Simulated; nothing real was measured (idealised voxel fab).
This is a process module. Its name is voxel fin reveal.
The cross-section on display is named cut; it measures 270 nm wide, and its cells are 5 nm squares.
When this document writes out a cross-section, it uses a grid of square cells and lists it as bands, beginning at the top and moving down, with a band standing for one or more rows of cells.
Each band's line starts with the height of the band's top and of its bottom, in nm. Then come its materials from left to right, each with its width in nm. One material with "everywhere" fills the band from edge to edge. "empty" is empty space.
The reference from which all heights are counted is 0, the level beneath which the as-received wafer is entirely one material; the lowest band, having no lower bound, proceeds downward and is written after the example "0 -> down".
The width entry "30->40" should be interpreted row by row: the top row of cells in the band takes the first number, the bottom row takes the second number, and the change between adjacent rows is uniform throughout.
Where a step carries "nothing altered", the cross-section came out of it unchanged, cell for cell.
"Unvented voids" - sealed voids, min. 8 cells, no opening to top; format: width x height at distance (distance from left edge; nm throughout).
Anything after a step's settings on that line? It's the simulator's own note about the step.
overlay nm: where the mask lay relative to plan, measured to the right, on steps with a mask; negatives go left.

SET OUT BELOW ARE THE PLANNED STEPS OF THE PROCESS
step 1: RECEIVE (material Si)
step 2: CONFORMAL_DEP (material SiN; thk nm 5)
step 3: PATTERN (tone cover; mask id FINS; material resist; width nm 15; pitch nm 40; thk nm 15; overlay nm 0)
step 4: DIRECTIONAL_ETCH (etch materials SiN; depth nm 5)
step 5: DIRECTIONAL_ETCH (etch materials Si; depth nm 30)
step 6: STRIP (etch materials resist)
step 7: OXIDIZE (depth nm 5)
step 8: FILL_DEP (material SiO2; thk nm 10)
step 9: CMP (height nm 5)
step 10: SELECTIVE_ETCH (etch materials SiO2; depth nm 30)
step 11: STRIP (etch materials SiN)
Variable across wafers: step 5 depth nm (plan value is that of the first wafer; starting state common to all).

CROSS-SECTIONAL VIEW OF THE FIRST OF SEVERAL WAFERS IN THE AS-RECEIVED CONDITION, CORRESPONDING TO THE STATE FOLLOWING STEP 1
> 0 -> down: Si everywhere
> Unvented voids: none

PER-WAFER ROWS BELOW. FOR EACH MATERIAL: CELLS GAINED (+) OR LOST (-) SINCE THE WAFER WAS RECEIVED, AS OF END OF MODULE. THEN: CLOSED VOIDS
depth nm 30; -350 Si; +100 SiO2; Unvented voids: none
depth nm 35; -400 Si; +150 SiO2; Unvented voids: none
depth nm 40; -450 Si; +200 SiO2; Unvented voids: none
depth nm 45; -500 Si; +250 SiO2; Unvented voids: none
depth nm 50; -550 Si; +300 SiO2; Unvented voids: none
depth nm 55; -600 Si; +350 SiO2; Unvented voids: none
